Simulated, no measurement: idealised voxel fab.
process module | voxel gate over fins
cross-section cut | 275 nm wide | cells 5 nm
A cross-section is a grid of square cells, given in bands from the top down. A band is one or more rows of cells.
Each band's line starts with the height of the band's top and of its bottom, in nm. Then come its materials from left to right, each with its width in nm. One material with "throughout" fills the band from edge to edge. "air" is empty space.
Height 0 is the level under which the wafer as received is all one material. The lowest band goes on downwards, as in "0 down".
A width such as "30 to 40" changes by the same amount from each row of cells to the next, from the band's top row to its bottom row.
"no change" after a step means that no cell of the cross-section changed.
closed voids: empty space of 8 cells or more with no open way to the top, each as width x height at its distance from the left edge, in nm
after a step's settings: what the simulator itself notes on the step
overlay nm, on a step with a mask: how far to the right of its planned place the mask lay; to the left if negative
plan
1 op RECEIVE | material Si
2 op CONFORMAL_DEP | material SiN | thk nm 5
3 op PATTERN | tone cover | mask id FINS | material resist | width nm 15 | pitch nm 55 | thk nm 15 | overlay nm 0
4 op DIRECTIONAL_ETCH | etch materials SiN | depth nm 5
5 op DIRECTIONAL_ETCH | etch materials Si | depth nm 30
6 op STRIP | etch materials resist
7 op FILL_DEP | material SiO2 | thk nm 10
8 op CMP | height nm 5
9 op MASKED_ETCH | tone open | mask id RAIL | width nm 15 | etch materials SiO2 | depth nm 30 | overlay nm 0
10 op CONFORMAL_DEP | material TiN | thk nm 5
11 op FILL_DEP | material W | thk nm 5
12 op CMP | height nm 5
13 op SELECTIVE_ETCH | etch materials W Ru TiN | depth nm 20
14 op FILL_DEP | material SiO2 | thk nm 5
15 op CMP | height nm 5
16 op SELECTIVE_ETCH | etch materials SiO2 | depth nm 15
17 op STRIP | etch materials SiN
18 op CONFORMAL_DEP | material HfO2 | thk nm 5
19 op CONFORMAL_DEP | material TiN | thk nm 5
20 op CONFORMAL_DEP | material TiAl | thk nm 5
21 op CONFORMAL_DEP | material TiN | thk nm 5
22 op FILL_DEP | material W | thk nm 15
23 op CMP | height nm 30
24 op CONFORMAL_DEP | material SiN | thk nm 10
first wafer, as planned
as received, after step 1
  0 down: Si throughout
  closed voids: none
after step 2
  5 to 0: SiN throughout
  below 0: unchanged
after step 3
  20 to 5: air 100 | resist 15 | air 40 | resist 15 | air 105
  below 5: unchanged
after step 4
  20 to 5: air 100 | resist 15 | air 40 | resist 15 | air 105
  5 to 0: air 100 | SiN 15 | air 40 | SiN 15 | air 105
  below 0: unchanged
after step 5
  20 to 5: air 100 | resist 15 | air 40 | resist 15 | air 105
  5 to 0: air 100 | SiN 15 | air 40 | SiN 15 | air 105
  0 to -30: air 100 | Si 15 | air 40 | Si 15 | air 105
  below -30: unchanged
after step 6
  5 to 0: air 100 | SiN 15 | air 40 | SiN 15 | air 105
  below 0: unchanged
after step 7
  15 to 5: SiO2 throughout
  5 to 0: SiO2 100 | SiN 15 | SiO2 40 | SiN 15 | SiO2 105
  0 to -30: SiO2 100 | Si 15 | SiO2 40 | Si 15 | SiO2 105
  below -30: unchanged
after step 8
  5 to 0: SiO2 100 | SiN 15 | SiO2 40 | SiN 15 | SiO2 105
  below 0: unchanged
after step 9
  5 to 0: SiO2 100 | SiN 15 | SiO2 10 | air 15 | SiO2 15 | SiN 15 | SiO2 105
  0 to -25: SiO2 100 | Si 15 | SiO2 10 | air 15 | SiO2 15 | Si 15 | SiO2 105
  below -25: unchanged
after step 10
  10 to 5: TiN 130 | air 5 | TiN 140
  5 to 0: SiO2 100 | SiN 15 | SiO2 10 | TiN 5 | air 5 | TiN 5 | SiO2 15 | SiN 15 | SiO2 105
  0 to -20: SiO2 100 | Si 15 | SiO2 10 | TiN 5 | air 5 | TiN 5 | SiO2 15 | Si 15 | SiO2 105
  -20 to -25: SiO2 100 | Si 15 | SiO2 10 | TiN 15 | SiO2 15 | Si 15 | SiO2 105
  below -25: unchanged
after step 11
  15 to 10: W throughout
  10 to 5: TiN 130 | W 5 | TiN 140
  5 to 0: SiO2 100 | SiN 15 | SiO2 10 | TiN 5 | W 5 | TiN 5 | SiO2 15 | SiN 15 | SiO2 105
  0 to -20: SiO2 100 | Si 15 | SiO2 10 | TiN 5 | W 5 | TiN 5 | SiO2 15 | Si 15 | SiO2 105
  below -20: unchanged
after step 12
  5 to 0: SiO2 100 | SiN 15 | SiO2 10 | TiN 5 | W 5 | TiN 5 | SiO2 15 | SiN 15 | SiO2 105
  below 0: unchanged
after step 13
  5 to 0: SiO2 100 | SiN 15 | SiO2 10 | air 15 | SiO2 15 | SiN 15 | SiO2 105
  0 to -15: SiO2 100 | Si 15 | SiO2 10 | air 15 | SiO2 15 | Si 15 | SiO2 105
  below -15: unchanged
after step 14
  10 to 5: SiO2 throughout
  5 to 0: SiO2 100 | SiN 15 | SiO2 40 | SiN 15 | SiO2 105
  0 to -15: SiO2 100 | Si 15 | SiO2 40 | Si 15 | SiO2 105
  below -15: unchanged
after step 15
  5 to 0: SiO2 100 | SiN 15 | SiO2 40 | SiN 15 | SiO2 105
  below 0: unchanged
after step 16
  5 to 0: air 100 | SiN 15 | air 40 | SiN 15 | air 105
  0 to -10: air 100 | Si 15 | air 40 | Si 15 | air 105
  below -10: unchanged
after step 17
  0 to -10: air 100 | Si 15 | air 40 | Si 15 | air 105
  below -10: unchanged
after step 18
  5 to 0: air 95 | HfO2 25 | air 30 | HfO2 25 | air 100
  0 to -5: air 95 | HfO2 5 | Si 15 | HfO2 5 | air 30 | HfO2 5 | Si 15 | HfO2 5 | air 100
  -5 to -10: HfO2 100 | Si 15 | HfO2 40 | Si 15 | HfO2 105
  below -10: unchanged
after step 19
  10 to 5: air 90 | TiN 35 | air 20 | TiN 35 | air 95
  5 to 0: air 90 | TiN 5 | HfO2 25 | TiN 5 | air 20 | TiN 5 | HfO2 25 | TiN 5 | air 95
  0 to -5: TiN 95 | HfO2 5 | Si 15 | HfO2 5 | TiN 30 | HfO2 5 | Si 15 | HfO2 5 | TiN 100
  below -5: unchanged
after step 20
  15 to 10: air 85 | TiAl 45 | air 10 | TiAl 45 | air 90
  10 to 5: air 85 | TiAl 5 | TiN 35 | TiAl 5 | air 10 | TiAl 5 | TiN 35 | TiAl 5 | air 90
  5 to 0: TiAl 90 | TiN 5 | HfO2 25 | TiN 5 | TiAl 20 | TiN 5 | HfO2 25 | TiN 5 | TiAl 95
  below 0: unchanged
after step 21
  20 to 15: air 80 | TiN 110 | air 85
  15 to 10: air 80 | TiN 5 | TiAl 45 | TiN 10 | TiAl 45 | TiN 5 | air 85
  10 to 5: TiN 85 | TiAl 5 | TiN 35 | TiAl 5 | TiN 10 | TiAl 5 | TiN 35 | TiAl 5 | TiN 90
  below 5: unchanged
after step 22
  35 to 20: W throughout
  20 to 15: W 80 | TiN 110 | W 85
  15 to 10: W 80 | TiN 5 | TiAl 45 | TiN 10 | TiAl 45 | TiN 5 | W 85
  below 10: unchanged
after step 23
  30 to 20: W throughout
  below 20: unchanged
after step 24
  40 to 30: SiN throughout
  below 30: unchanged
second wafer: like start, like plan, one mistake. Through step 4 it matches the first wafer
when step 5 should have ended
  20 to 5: air 100 | resist 15 | air 40 | resist 15 | air 105
  5 to 0: air 100 | SiN 15 | air 40 | SiN 15 | air 105
  0 to -40: air 100 | Si 15 | air 40 | Si 15 | air 105
  below -40: unchanged
when step 6 should have ended
  5 to 0: air 100 | SiN 15 | air 40 | SiN 15 | air 105
  below 0: unchanged
when step 7 should have ended
  15 to 5: SiO2 throughout
  5 to 0: SiO2 100 | SiN 15 | SiO2 40 | SiN 15 | SiO2 105
  0 to -40: SiO2 100 | Si 15 | SiO2 40 | Si 15 | SiO2 105
  below -40: unchanged
when step 8 should have ended
  5 to 0: SiO2 100 | SiN 15 | SiO2 40 | SiN 15 | SiO2 105
  below 0: unchanged
when step 9 should have ended
  5 to 0: SiO2 100 | SiN 15 | SiO2 10 | air 15 | SiO2 15 | SiN 15 | SiO2 105
  0 to -25: SiO2 100 | Si 15 | SiO2 10 | air 15 | SiO2 15 | Si 15 | SiO2 105
  below -25: unchanged
when step 10 should have ended
  10 to 5: TiN 130 | air 5 | TiN 140
  5 to 0: SiO2 100 | SiN 15 | SiO2 10 | TiN 5 | air 5 | TiN 5 | SiO2 15 | SiN 15 | SiO2 105
  0 to -20: SiO2 100 | Si 15 | SiO2 10 | TiN 5 | air 5 | TiN 5 | SiO2 15 | Si 15 | SiO2 105
  -20 to -25: SiO2 100 | Si 15 | SiO2 10 | TiN 15 | SiO2 15 | Si 15 | SiO2 105
  below -25: unchanged
when step 11 should have ended
  15 to 10: W throughout
  10 to 5: TiN 130 | W 5 | TiN 140
  5 to 0: SiO2 100 | SiN 15 | SiO2 10 | TiN 5 | W 5 | TiN 5 | SiO2 15 | SiN 15 | SiO2 105
  0 to -20: SiO2 100 | Si 15 | SiO2 10 | TiN 5 | W 5 | TiN 5 | SiO2 15 | Si 15 | SiO2 105
  below -20: unchanged
when step 12 should have ended
  5 to 0: SiO2 100 | SiN 15 | SiO2 10 | TiN 5 | W 5 | TiN 5 | SiO2 15 | SiN 15 | SiO2 105
  below 0: unchanged
when step 13 should have ended
  5 to 0: SiO2 100 | SiN 15 | SiO2 10 | air 15 | SiO2 15 | SiN 15 | SiO2 105
  0 to -15: SiO2 100 | Si 15 | SiO2 10 | air 15 | SiO2 15 | Si 15 | SiO2 105
  below -15: unchanged
when step 14 should have ended
  10 to 5: SiO2 throughout
  5 to 0: SiO2 100 | SiN 15 | SiO2 40 | SiN 15 | SiO2 105
  0 to -15: SiO2 100 | Si 15 | SiO2 40 | Si 15 | SiO2 105
  below -15: unchanged
when step 15 should have ended
  5 to 0: SiO2 100 | SiN 15 | SiO2 40 | SiN 15 | SiO2 105
  below 0: unchanged
when step 16 should have ended
  5 to 0: air 100 | SiN 15 | air 40 | SiN 15 | air 105
  0 to -10: air 100 | Si 15 | air 40 | Si 15 | air 105
  below -10: unchanged
when step 17 should have ended
  0 to -10: air 100 | Si 15 | air 40 | Si 15 | air 105
  below -10: unchanged
when step 18 should have ended
  5 to 0: air 95 | HfO2 25 | air 30 | HfO2 25 | air 100
  0 to -5: air 95 | HfO2 5 | Si 15 | HfO2 5 | air 30 | HfO2 5 | Si 15 | HfO2 5 | air 100
  -5 to -10: HfO2 100 | Si 15 | HfO2 40 | Si 15 | HfO2 105
  below -10: unchanged
when step 19 should have ended
  10 to 5: air 90 | TiN 35 | air 20 | TiN 35 | air 95
  5 to 0: air 90 | TiN 5 | HfO2 25 | TiN 5 | air 20 | TiN 5 | HfO2 25 | TiN 5 | air 95
  0 to -5: TiN 95 | HfO2 5 | Si 15 | HfO2 5 | TiN 30 | HfO2 5 | Si 15 | HfO2 5 | TiN 100
  below -5: unchanged
when step 20 should have ended
  15 to 10: air 85 | TiAl 45 | air 10 | TiAl 45 | air 90
  10 to 5: air 85 | TiAl 5 | TiN 35 | TiAl 5 | air 10 | TiAl 5 | TiN 35 | TiAl 5 | air 90
  5 to 0: TiAl 90 | TiN 5 | HfO2 25 | TiN 5 | TiAl 20 | TiN 5 | HfO2 25 | TiN 5 | TiAl 95
  below 0: unchanged
when step 21 should have ended
  20 to 15: air 80 | TiN 110 | air 85
  15 to 10: air 80 | TiN 5 | TiAl 45 | TiN 10 | TiAl 45 | TiN 5 | air 85
  10 to 5: TiN 85 | TiAl 5 | TiN 35 | TiAl 5 | TiN 10 | TiAl 5 | TiN 35 | TiAl 5 | TiN 90
  below 5: unchanged
when step 22 should have ended
  35 to 20: W throughout
  20 to 15: W 80 | TiN 110 | W 85
  15 to 10: W 80 | TiN 5 | TiAl 45 | TiN 10 | TiAl 45 | TiN 5 | W 85
  below 10: unchanged
when step 23 should have ended
  30 to 20: W throughout
  below 20: unchanged
when step 24 should have ended
  40 to 30: SiN throughout
  below 30: unchanged
what went wrong: step 5 ran as: op DIRECTIONAL_ETCH | etch materials Si | depth nm 40
at the end the second wafer has, in cells: 98 fewer of Si | 98 more of SiO2
